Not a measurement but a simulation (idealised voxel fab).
Process module under the name voxel wiring stack
We display cut, a cross-section 160 nm in width whose square cells are each 5 nm.
This document writes a cross-section as a grid whose cells are square, and gives it as bands, listed from the top down; one or more rows of cells form a band. For a band, the entry starts with two heights in nm, that of the top and then that of the bottom, and carries on with the band's materials in order from left to right, each alongside its width in nm; the word "full width" beside a single material means it fills the band edge to edge, and "blank" means empty space. Heights from 0 (as-received wafer is one material below). Bottom band endless downward, as "0 nm and below". The notation "30 to 40" denotes a width that varies across the rows of cells in the band, beginning at the first number in the top row, finishing at the second number in the bottom row, and changing by an identical amount from each row to the next. For the purposes of this document, the phrase "no alterations made" attached to a step denotes that no cell within the cross-section was modified by that step. Enclosed voids (no open way to top), threshold 8 cells or more, entry "Internal closed voids", notation width x height at distance, distance from left edge, nm. On a step's line, text after the settings is the simulator commenting on that step. When a step includes a mask, the "overlay nm" setting on its line states how far to the right of its planned place that mask lay, and negative values state how far to the left.
## Process steps foreseen in the plan
1,RECEIVE with material Si
2,CONFORMAL_DEP with material SiO2, thk nm 15
3,DIRECTIONAL_DEP with material TiN, thk nm 5
4,DIRECTIONAL_DEP with material W, thk nm 20
5,MASKED_ETCH with tone cover, mask id METAL_1, width nm 20, pitch nm 50, etch materials W, depth nm 20, overlay nm 0
6,MASKED_ETCH with tone cover, mask id METAL_1, width nm 20, pitch nm 50, etch materials TiN, depth nm 5, overlay nm 0
7,FILL_DEP with material SiO2, thk nm 10
8,CMP with height nm 40
9,CONFORMAL_DEP with material SiCN, thk nm 5
10,DIRECTIONAL_DEP with material SiO2, thk nm 20
11,DIRECTIONAL_DEP with material aC, thk nm 15
12,PATTERN with tone open, mask id PLUG_1, material resist, width nm 15, pitch nm 50, thk nm 35, overlay nm 0
13,DIRECTIONAL_ETCH with etch materials aC, depth nm 15
14,STRIP with etch materials resist
15,DIRECTIONAL_ETCH with etch materials SiO2, depth nm 20
16,DIRECTIONAL_ETCH with etch materials SiCN, depth nm 5
17,STRIP with etch materials aC
18,EPI with material Ru, thk nm 10
19,EPI with material Ru, thk nm 10
20,EPI with material Ru, thk nm 5
21,DIRECTIONAL_DEP with material TiN, thk nm 5
22,DIRECTIONAL_DEP with material Ru, thk nm 25
23,PATTERN with tone cover, mask id METAL_2, material resist, width nm 20, pitch nm 50, thk nm 15, overlay nm 0
24,DIRECTIONAL_ETCH with etch materials Ru, depth nm 25
25,DIRECTIONAL_ETCH with etch materials TiN, depth nm 5
26,STRIP with etch materials resist
27,FILL_DEP with material SiO2, thk nm 10
28,CMP with height nm 95
29,CONFORMAL_DEP with material SiCN, thk nm 5
## Below: the first of two wafers, run as planned
## This is the cross-section of the wafer as we received it, i.e. after step 1
  0 nm and below: Si full width
  Internal closed voids: none
## Wafer after step 2 (cross-section)
  15 nm to 0 nm: SiO2 full width
  No changes below 0.
## Wafer after step 3 (cross-section)
  20 nm to 15 nm: TiN full width
  No changes below 15.
## Wafer after step 4 (cross-section)
  40 nm to 20 nm: W full width
  No changes below 20.
## Wafer after step 5 (cross-section)
  40 nm to 20 nm: 20 blank, then 20 W, then 30 blank, then 20 W, then 30 blank, then 20 W, then 20 blank
  No changes below 20.
## Wafer after step 6 (cross-section)
  40 nm to 20 nm: 20 blank, then 20 W, then 30 blank, then 20 W, then 30 blank, then 20 W, then 20 blank
  20 nm to 15 nm: 20 blank, then 20 TiN, then 30 blank, then 20 TiN, then 30 blank, then 20 TiN, then 20 blank
  No changes below 15.
## Wafer after step 7 (cross-section)
  50 nm to 40 nm: SiO2 full width
  40 nm to 20 nm: 20 SiO2, then 20 W, then 30 SiO2, then 20 W, then 30 SiO2, then 20 W, then 20 SiO2
  20 nm to 15 nm: 20 SiO2, then 20 TiN, then 30 SiO2, then 20 TiN, then 30 SiO2, then 20 TiN, then 20 SiO2
  No changes below 15.
## Wafer after step 8 (cross-section)
  40 nm to 20 nm: 20 SiO2, then 20 W, then 30 SiO2, then 20 W, then 30 SiO2, then 20 W, then 20 SiO2
  No changes below 20.
## Wafer after step 9 (cross-section)
  45 nm to 40 nm: SiCN full width
  No changes below 40.
## Wafer after step 10 (cross-section)
  65 nm to 45 nm: SiO2 full width
  No changes below 45.
## Wafer after step 11 (cross-section)
  80 nm to 65 nm: aC full width
  No changes below 65.
## Wafer after step 12 (cross-section)
  115 nm to 80 nm: 20 resist, then 15 blank, then 35 resist, then 15 blank, then 35 resist, then 15 blank, then 25 resist
  No changes below 80.
## Wafer after step 13 (cross-section)
  100 nm to 80 nm: 20 resist, then 15 blank, then 35 resist, then 15 blank, then 35 resist, then 15 blank, then 25 resist
  80 nm to 65 nm: 20 aC, then 15 blank, then 35 aC, then 15 blank, then 35 aC, then 15 blank, then 25 aC
  No changes below 65.
## Wafer after step 14 (cross-section)
  80 nm to 65 nm: 20 aC, then 15 blank, then 35 aC, then 15 blank, then 35 aC, then 15 blank, then 25 aC
  No changes below 65.
## Wafer after step 15 (cross-section)
  80 nm to 65 nm: 20 aC, then 15 blank, then 35 aC, then 15 blank, then 35 aC, then 15 blank, then 25 aC
  65 nm to 45 nm: 20 SiO2, then 15 blank, then 35 SiO2, then 15 blank, then 35 SiO2, then 15 blank, then 25 SiO2
  No changes below 45.
## Wafer after step 16 (cross-section)
  80 nm to 65 nm: 20 aC, then 15 blank, then 35 aC, then 15 blank, then 35 aC, then 15 blank, then 25 aC
  65 nm to 45 nm: 20 SiO2, then 15 blank, then 35 SiO2, then 15 blank, then 35 SiO2, then 15 blank, then 25 SiO2
  45 nm to 40 nm: 20 SiCN, then 15 blank, then 35 SiCN, then 15 blank, then 35 SiCN, then 15 blank, then 25 SiCN
  No changes below 40.
## Wafer after step 17 (cross-section)
  65 nm to 45 nm: 20 SiO2, then 15 blank, then 35 SiO2, then 15 blank, then 35 SiO2, then 15 blank, then 25 SiO2
  No changes below 45.
## Wafer after step 18 (cross-section)
  65 nm to 50 nm: 20 SiO2, then 15 blank, then 35 SiO2, then 15 blank, then 35 SiO2, then 15 blank, then 25 SiO2
  50 nm to 45 nm: 20 SiO2, then 15 Ru, then 35 SiO2, then 15 Ru, then 35 SiO2, then 15 Ru, then 25 SiO2
  45 nm to 40 nm: 20 SiCN, then 15 Ru, then 35 SiCN, then 15 Ru, then 35 SiCN, then 15 Ru, then 25 SiCN
  No changes below 40.
## Wafer after step 19 (cross-section)
  65 nm to 60 nm: 20 SiO2, then 15 blank, then 35 SiO2, then 15 blank, then 35 SiO2, then 15 blank, then 25 SiO2
  60 nm to 45 nm: 20 SiO2, then 15 Ru, then 35 SiO2, then 15 Ru, then 35 SiO2, then 15 Ru, then 25 SiO2
  No changes below 45.
## Wafer after step 20 (cross-section)
  65 nm to 45 nm: 20 SiO2, then 15 Ru, then 35 SiO2, then 15 Ru, then 35 SiO2, then 15 Ru, then 25 SiO2
  No changes below 45.
## Wafer after step 21 (cross-section)
  70 nm to 65 nm: TiN full width
  No changes below 65.
## Wafer after step 22 (cross-section)
  95 nm to 70 nm: Ru full width
  No changes below 70.
## Wafer after step 23 (cross-section)
  110 nm to 95 nm: 20 blank, then 20 resist, then 30 blank, then 20 resist, then 30 blank, then 20 resist, then 20 blank
  No changes below 95.
## Wafer after step 24 (cross-section)
  110 nm to 95 nm: 20 blank, then 20 resist, then 30 blank, then 20 resist, then 30 blank, then 20 resist, then 20 blank
  95 nm to 70 nm: 20 blank, then 20 Ru, then 30 blank, then 20 Ru, then 30 blank, then 20 Ru, then 20 blank
  No changes below 70.
## Wafer after step 25 (cross-section)
  110 nm to 95 nm: 20 blank, then 20 resist, then 30 blank, then 20 resist, then 30 blank, then 20 resist, then 20 blank
  95 nm to 70 nm: 20 blank, then 20 Ru, then 30 blank, then 20 Ru, then 30 blank, then 20 Ru, then 20 blank
  70 nm to 65 nm: 20 blank, then 20 TiN, then 30 blank, then 20 TiN, then 30 blank, then 20 TiN, then 20 blank
  No changes below 65.
## Wafer after step 26 (cross-section)
  95 nm to 70 nm: 20 blank, then 20 Ru, then 30 blank, then 20 Ru, then 30 blank, then 20 Ru, then 20 blank
  No changes below 70.
## Wafer after step 27 (cross-section)
  105 nm to 95 nm: SiO2 full width
  95 nm to 70 nm: 20 SiO2, then 20 Ru, then 30 SiO2, then 20 Ru, then 30 SiO2, then 20 Ru, then 20 SiO2
  70 nm to 65 nm: 20 SiO2, then 20 TiN, then 30 SiO2, then 20 TiN, then 30 SiO2, then 20 TiN, then 20 SiO2
  No changes below 65.
## Wafer after step 28 (cross-section)
  95 nm to 70 nm: 20 SiO2, then 20 Ru, then 30 SiO2, then 20 Ru, then 30 SiO2, then 20 Ru, then 20 SiO2
  No changes below 70.
## Wafer after step 29 (cross-section)
  100 nm to 95 nm: SiCN full width
  No changes below 95.
## Second of two: same start, same plan, one run error; steps up to and including 20 match the first
## Planned end of step 21: second wafer, cross-section
  90 nm to 65 nm: Ru full width
  No changes below 65.
## Planned end of step 22: second wafer, cross-section
  95 nm to 90 nm: TiN full width
  No changes below 90.
## Planned end of step 23: second wafer, cross-section
  110 nm to 95 nm: 20 blank, then 20 resist, then 30 blank, then 20 resist, then 30 blank, then 20 resist, then 20 blank
  No changes below 95.
Planned end of step 24: second wafer, cross-section: no alterations made
## Planned end of step 25: second wafer, cross-section
  110 nm to 95 nm: 20 blank, then 20 resist, then 30 blank, then 20 resist, then 30 blank, then 20 resist, then 20 blank
  95 nm to 90 nm: 20 blank, then 20 TiN, then 30 blank, then 20 TiN, then 30 blank, then 20 TiN, then 20 blank
  No changes below 90.
## Planned end of step 26: second wafer, cross-section
  95 nm to 90 nm: 20 blank, then 20 TiN, then 30 blank, then 20 TiN, then 30 blank, then 20 TiN, then 20 blank
  No changes below 90.
## Planned end of step 27: second wafer, cross-section
  105 nm to 95 nm: SiO2 full width
  95 nm to 90 nm: 20 SiO2, then 20 TiN, then 30 SiO2, then 20 TiN, then 30 SiO2, then 20 TiN, then 20 SiO2
  No changes below 90.
## Planned end of step 28: second wafer, cross-section
  95 nm to 90 nm: 20 SiO2, then 20 TiN, then 30 SiO2, then 20 TiN, then 30 SiO2, then 20 TiN, then 20 SiO2
  No changes below 90.
## Planned end of step 29: second wafer, cross-section
  100 nm to 95 nm: SiCN full width
  No changes below 95.
The plan and the run diverged here: steps 21 and 22 swapped
The second wafer ends with more or fewer cells of some materials than the first, per final count: 100 more of Ru; 100 fewer of SiO2
